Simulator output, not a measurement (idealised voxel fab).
Process module name: voxel lift off
Shown is cross-section cut, with a width of 275 nm and square cells of size 5 nm.
Cross-sections here: square-cell grids, written as top-down lists of bands, a band being one or more rows of cells. Quick guide to a band line: top height, bottom height (nm) up front; then every material left to right with its width in nm. Only one material and it's marked "throughout"? Then it fills the band edge to edge. And "blank" just means empty space. Measure heights from 0. That's the level where, below it, the as-received wafer is all one material. The lowest band is bottomless and extends downward; write it as in "0 -> down". The notation "30..40" denotes a width that varies across the rows of cells in the band, beginning at the first number in the top row, finishing at the second number in the bottom row, and changing by an identical amount from each row to the next. The designation "no change occurred", where it is given for a processing step, indicates that no cell of the cross-section was altered in the course of that step. Each empty space that has no open way to the top and spans at least 8 cells appears under "Entrapped void list" as width x height at distance, the distance counted from the left edge, all in nm. Step line, after settings: the simulator's comment on this step. overlay nm: step with mask; distance mask lay right of planned place; negative value = left of planned place.
Process steps - plan
| 1 | RECEIVE (material Si) |
| 2 | CONFORMAL_DEP (material Al2O3; thk nm 10) |
| 3 | PATTERN (tone open; mask id LINES; material resist; width nm 15; pitch nm 45; thk nm 25; overlay nm 0) |
| 4 | DIRECTIONAL_DEP (material Ru; thk nm 15) |
| 5 | STRIP (etch materials resist) |
| 6 | CONFORMAL_DEP (material SiN; thk nm 10) |
First out of two wafers; run went to plan
Cross-section of the wafer as it came to us, i.e., already through step 1
    0 -> down: Si throughout
    Entrapped void list: none
Wafer xsec, post step 2
    10 -> 0: Al2O3 throughout
    Below 0, no change.
Wafer xsec, post step 3
    35 -> 10: resist 105 nm, then blank 15 nm, then resist 30 nm, then blank 15 nm, then resist 110 nm
    Below 10, no change.
Wafer xsec, post step 4
    50 -> 35: Ru 105 nm, then blank 15 nm, then Ru 30 nm, then blank 15 nm, then Ru 110 nm
    35 -> 25: resist 105 nm, then blank 15 nm, then resist 30 nm, then blank 15 nm, then resist 110 nm
    25 -> 10: resist 105 nm, then Ru 15 nm, then resist 30 nm, then Ru 15 nm, then resist 110 nm
    Below 10, no change.
Wafer xsec, post step 5
    25 -> 10: blank 105 nm, then Ru 15 nm, then blank 30 nm, then Ru 15 nm, then blank 110 nm
    Below 10, no change.
Wafer xsec, post step 6
    35 -> 25: blank 95 nm, then SiN 35 nm, then blank 10 nm, then SiN 35 nm, then blank 100 nm
    25 -> 20: blank 95 nm, then SiN 10 nm, then Ru 15 nm, then SiN 10 nm, then blank 10 nm, then SiN 10 nm, then Ru 15 nm, then SiN 10 nm, then blank 100 nm
    20 -> 10: SiN 105 nm, then Ru 15 nm, then SiN 30 nm, then Ru 15 nm, then SiN 110 nm
    Below 10, no change.
Second wafer. Start and plan as for the first. One mistake made in running. Agrees with the first up to and including step 2
X-section, second wafer, when step 3 was due to finish
    35 -> 10: blank 105 nm, then resist 15 nm, then blank 30 nm, then resist 15 nm, then blank 110 nm
    Below 10, no change.
X-section, second wafer, when step 4 was due to finish
    50 -> 35: blank 105 nm, then Ru 15 nm, then blank 30 nm, then Ru 15 nm, then blank 110 nm
    35 -> 25: blank 105 nm, then resist 15 nm, then blank 30 nm, then resist 15 nm, then blank 110 nm
    25 -> 10: Ru 105 nm, then resist 15 nm, then Ru 30 nm, then resist 15 nm, then Ru 110 nm
    Below 10, no change.
X-section, second wafer, when step 5 was due to finish
    25 -> 10: Ru 105 nm, then blank 15 nm, then Ru 30 nm, then blank 15 nm, then Ru 110 nm
    Below 10, no change.
X-section, second wafer, when step 6 was due to finish
    35 -> 25: SiN throughout
    25 -> 10: Ru 105 nm, then SiN 15 nm, then Ru 30 nm, then SiN 15 nm, then Ru 110 nm
    Below 10, no change.
The mistake made against the process plan was this: contrary to plan, step 3 was performed as PATTERN (tone cover; mask id LINES; material resist; width nm 15; pitch nm 45; thk nm 25; overlay nm 0)
Cell-count delta at end, second wafer over first, by material: Ru +129; SiN -6
